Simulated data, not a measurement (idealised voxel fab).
voxel capacitor over wiring: a process module
We display cut, a cross-section 200 nm in width whose square cells are each 5 nm.
Cross-section layout: square cells on a grid; listed as bands, top to bottom; a band spans one or more cell rows.
Basically the band line says how high the top is and how high the bottom is, in nm, and then what's in it from left to right, every material with its width in nm. Empty space shows up as "blank", and if a single material carries "full width" it runs the full band edge to edge.
Beneath 0, the wafer as received is one material, and that level is where height counting begins. The lowest band goes on downward without a bottom; it is written like "0 -> down".
The expression "30..40" gives the width at the extremes of the band, the first number at its top row of cells and the second at its bottom row, with the width changing by equal amounts from each row to the next in between.
Any step labelled "nothing different" changed none of the cells in the cross-section.
"Unvented voids" - sealed voids, min. 8 cells, no opening to top; format: width x height at distance (distance from left edge; nm throughout).
Heads up: the bit after the settings on a step's line is the simulator's remark on that step.
Steps that use a mask can have "overlay nm" on their line. It says how far the mask sat to the right of where it was meant to be. Negative means to the left.
[The planned process steps are enumerated hereunder]
1,RECEIVE with material Si
2,CONFORMAL_DEP with material SiO2, thk nm 15
3,CONFORMAL_DEP with material SiCN, thk nm 5
4,DIRECTIONAL_DEP with material lowk, thk nm 20
5,PATTERN with tone open, mask id METAL_1, material resist, width nm 20, pitch nm 70, thk nm 20, overlay nm 0
6,DIRECTIONAL_ETCH with etch materials lowk, depth nm 20
7,DIRECTIONAL_ETCH with etch materials SiCN, depth nm 5
8,STRIP with etch materials resist
9,CONFORMAL_DEP with material TiN, thk nm 5
10,FILL_DEP with material Cu, thk nm 10
11,CMP with height nm 40
12,CONFORMAL_DEP with material SiCN, thk nm 5
13,DIRECTIONAL_DEP with material lowk, thk nm 10
14,PATTERN with tone open, mask id PLUG_1, material resist, width nm 15, thk nm 15, overlay nm 0
15,DIRECTIONAL_ETCH with etch materials lowk, depth nm 10
16,DIRECTIONAL_ETCH with etch materials SiCN, depth nm 5
17,STRIP with etch materials resist
18,EPI with material Ru, thk nm 10
19,EPI with material Ru, thk nm 5
20,DIRECTIONAL_DEP with material TiN, thk nm 5
21,DIRECTIONAL_DEP with material SiN, thk nm 5
22,DIRECTIONAL_DEP with material TiN, thk nm 5
23,DIRECTIONAL_DEP with material aC, thk nm 10
24,PATTERN with tone cover, mask id UPPER_PLATE, material resist, width nm 55, thk nm 30, overlay nm 0
25,DIRECTIONAL_ETCH with etch materials aC, depth nm 10
26,STRIP with etch materials resist
27,DIRECTIONAL_ETCH with etch materials TiN, depth nm 5
28,DIRECTIONAL_ETCH with etch materials SiN, depth nm 5
29,STRIP with etch materials aC
30,MASKED_ETCH with tone cover, mask id LOWER_PLATE, width nm 65, etch materials TiN, depth nm 5, overlay nm 0
31,FILL_DEP with material SiO2, thk nm 15
32,CMP with height nm 70
33,PATTERN with tone open, mask id PLUG_2, material resist, width nm 15, thk nm 20, overlay nm 0
34,DIRECTIONAL_ETCH with etch materials SiO2, depth nm 10
35,STRIP with etch materials resist
36,CONFORMAL_DEP with material TiN, thk nm 5
37,FILL_DEP with material Cu, thk nm 10
38,CMP with height nm 80
39,CONFORMAL_DEP with material SiN, thk nm 5
Quick note for whoever runs this: the wafers start identical, but the height nm at step 32 isn't the same across them. The plan just shows what the first wafer had.
[After step 1, as received: first of several wafers, cross-section]
    0 -> down = Si full width
    Unvented voids: none
[Where each wafer stands at the end of the module, a row apiece: cells of each material gained (+) or lost (-) since it was received, then closed voids]
height nm 70, +56 Cu, +9 Ru, +69 SiCN, +51 SiN, +205 SiO2, +88 TiN, +202 lowk, Unvented voids: none
height nm 75, +17 Cu, +9 Ru, +69 SiCN, +51 SiN, +242 SiO2, +90 TiN, +202 lowk, Unvented voids: none
height nm 80, +17 Cu, +9 Ru, +69 SiCN, +51 SiN, +279 SiO2, +53 TiN, +202 lowk, Unvented voids: none
height nm 85, +16 Cu, +9 Ru, +69 SiCN, +51 SiN, +282 SiO2, +51 TiN, +202 lowk, Unvented voids: none
